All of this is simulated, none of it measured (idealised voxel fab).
Proc. module: voxel local oxidation
Displayed cross-section: cut, width of 205 nm, square cells sized 5 nm.
Each cross-section below is a grid of square cells, stated as bands in top-down order, with one or more rows of cells making up each band.
This entry defines a band. It first specifies the height of the band's top and the height of its bottom in nm, and then specifies the band's materials from left to right, stating each material with its width in nm. The word "edge to edge" identifies a single material that fills the band from edge to edge, while the word "air" identifies empty space.
Height 0 is the level under which the wafer as received is all one material. The lowest band goes on downwards, as in "0 nm and below".
Note: "30 to 40" means the width goes from the first number (top row of the band) to the second number (bottom row) in equal steps per row of cells.
The cross-section has no changed cell in any step marked "remained the same".
The label "Closed void inventory" introduces a list of the empty spaces, 8 cells or larger, that have no open way up to the top; each entry in it reads width x height at distance, where the distance is taken from the left edge and all three are stated in nm.
Heads up: the bit after the settings on a step's line is the simulator's remark on that step.
The setting "overlay nm" may be written on the line of a step. When the step uses a mask, the value reports how far to the right of the planned place the mask lay, and a negative value reports that it lay to the left.
The steps planned for the process are as follows
1,RECEIVE | material Si
2,CONFORMAL_DEP | material SiO2 | thk nm 5
3,CONFORMAL_DEP | material SiN | thk nm 15
4,DIRECTIONAL_DEP | material aC | thk nm 10
5,PATTERN | tone cover | mask id ACTIVE | material resist | width nm 90 | thk nm 30 | overlay nm 0
6,DIRECTIONAL_ETCH | etch materials aC | depth nm 10
7,STRIP | etch materials resist
8,DIRECTIONAL_ETCH | etch materials SiN | depth nm 15
9,STRIP | etch materials aC
10,SELECTIVE_ETCH | etch materials SiO2 | depth nm 5
11,OXIDIZE | depth nm 15
12,STRIP | etch materials SiN
This is the cross-section of the wafer as we received it, i.e. after step 1
  0 nm and below | Si edge to edge
  Closed void inventory: none
First of two wafers, end-of-module section, run followed plan
  5 nm to 0 nm | 60 nm air  80 nm SiO2  65 nm air
  0 nm to -15 nm | 75 nm SiO2  50 nm Si  80 nm SiO2
  -15 nm and below | Si edge to edge
  Closed void inventory: none
Second of two wafers, module complete, sectioned: it shares the first wafer's start and plan but was run with one mistake
  5 nm to 0 nm | 60 nm air  80 nm SiO2  65 nm air
  0 nm to -20 nm | 80 nm SiO2  40 nm Si  85 nm SiO2
  -20 nm and below | Si edge to edge
  Closed void inventory: none
Deviation from plan: step 11 went in with a setting other than planned; the actual run was OXIDIZE | depth nm 20
Final tally in cells, some materials are higher or lower on the second wafer than on the first: Si: 39 fewer, SiO2: 39 more
